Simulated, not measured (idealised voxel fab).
Herein follows the process module entitled voxel tone inversion.
This is section cut - it's 290 nm across, gridded in 5 nm square cells.
We lay out every cross-section as a grid of square cells and spell it out in bands from the top down, where one band means one or more rows of cells.
Band: top and bottom heights (nm) first, top before bottom; then materials from left to right, widths in nm. "all across" marks a sole material filling the band edge to edge. "blank" denotes empty space.
Basically, 0 is our baseline, since under it the wafer straight out of the box is all one material. The bottom band has no lower end and keeps on going down, so it looks like "z 0 and below".
A width given as "30..40" starts at the first number in the band's top row and ends at the second number in its bottom row, shifting by an equal amount at every step from row to row.
"left unchanged" -> step changed no cross-section cell.
Empty spaces without an open route to the top, at least 8 cells in extent, make up the entry "Unvented cavities"; each is given as width x height at distance, where the distance is measured from the left edge, and all are in nm.
Step line, after settings: the simulator's comment on this step.
"overlay nm" answers the question of how far to the right of plan the mask lay on a step that has a mask, and when it is negative the answer is to the left.

-- This section lists the process steps that were planned
- 1: RECEIVE,material Si
- 2: CONFORMAL_DEP,material SiCN,thk nm 5
- 3: DIRECTIONAL_DEP,material aC,thk nm 15
- 4: PATTERN,tone cover,mask id POSTS,material resist,width nm 15,pitch nm 45,thk nm 20,overlay nm 0
- 5: DIRECTIONAL_ETCH,etch materials aC,depth nm 15
- 6: STRIP,etch materials resist
- 7: FILL_DEP,material SiO2,thk nm 10
- 8: CMP,height nm 20
- 9: STRIP,etch materials aC

-- Run as planned: first of two wafers

-- Delivered wafer in cross-section: state after step 1
- z 0 and below  Si all across
- Unvented cavities: none

-- Upon completion of step 2, the wafer appears in cross-section as shown
- z 5 to 0  SiCN all across
- Everything below 0 is unchanged.

-- Upon completion of step 3, the wafer appears in cross-section as shown
- z 20 to 5  aC all across
- Everything below 5 is unchanged.

-- Upon completion of step 4, the wafer appears in cross-section as shown
- z 40 to 20  115 nm blank / 15 nm resist / 30 nm blank / 15 nm resist / 115 nm blank
- Everything below 20 is unchanged.

-- Upon completion of step 5, the wafer appears in cross-section as shown
- z 25 to 20  115 nm blank / 15 nm resist / 30 nm blank / 15 nm resist / 115 nm blank
- z 20 to 5  115 nm blank / 15 nm aC / 30 nm blank / 15 nm aC / 115 nm blank
- Everything below 5 is unchanged.

-- Upon completion of step 6, the wafer appears in cross-section as shown
- z 20 to 5  115 nm blank / 15 nm aC / 30 nm blank / 15 nm aC / 115 nm blank
- Everything below 5 is unchanged.

-- Upon completion of step 7, the wafer appears in cross-section as shown
- z 30 to 20  SiO2 all across
- z 20 to 5  115 nm SiO2 / 15 nm aC / 30 nm SiO2 / 15 nm aC / 115 nm SiO2
- Everything below 5 is unchanged.

-- Upon completion of step 8, the wafer appears in cross-section as shown
- z 20 to 5  115 nm SiO2 / 15 nm aC / 30 nm SiO2 / 15 nm aC / 115 nm SiO2
- Everything below 5 is unchanged.

-- Upon completion of step 9, the wafer appears in cross-section as shown
- z 20 to 5  115 nm SiO2 / 15 nm blank / 30 nm SiO2 / 15 nm blank / 115 nm SiO2
- Everything below 5 is unchanged.

-- Now the other wafer: same start, same recipe, but we messed up one thing when running it. Up to and including step 3 it's the same as the first one

-- Cross-section of the second wafer at the time step 4 of the plan should have ended
- z 40 to 20  110 nm blank / 15 nm resist / 30 nm blank / 15 nm resist / 120 nm blank
- Everything below 20 is unchanged.

-- Cross-section of the second wafer at the time step 5 of the plan should have ended
- z 25 to 20  110 nm blank / 15 nm resist / 30 nm blank / 15 nm resist / 120 nm blank
- z 20 to 5  110 nm blank / 15 nm aC / 30 nm blank / 15 nm aC / 120 nm blank
- Everything below 5 is unchanged.

-- Cross-section of the second wafer at the time step 6 of the plan should have ended
- z 20 to 5  110 nm blank / 15 nm aC / 30 nm blank / 15 nm aC / 120 nm blank
- Everything below 5 is unchanged.

-- Cross-section of the second wafer at the time step 7 of the plan should have ended
- z 30 to 20  SiO2 all across
- z 20 to 5  110 nm SiO2 / 15 nm aC / 30 nm SiO2 / 15 nm aC / 120 nm SiO2
- Everything below 5 is unchanged.

-- Cross-section of the second wafer at the time step 8 of the plan should have ended
- z 20 to 5  110 nm SiO2 / 15 nm aC / 30 nm SiO2 / 15 nm aC / 120 nm SiO2
- Everything below 5 is unchanged.

-- Cross-section of the second wafer at the time step 9 of the plan should have ended
- z 20 to 5  110 nm SiO2 / 15 nm blank / 30 nm SiO2 / 15 nm blank / 120 nm SiO2
- Everything below 5 is unchanged.
Error vs. plan: off-plan run, step 4, actual operation and settings PATTERN,tone cover,mask id POSTS,material resist,width nm 15,pitch nm 45,thk nm 20,overlay nm -5
By the end, you'd get the same cell count for each material on either wafer, but the second wafer puts them somewhere else.
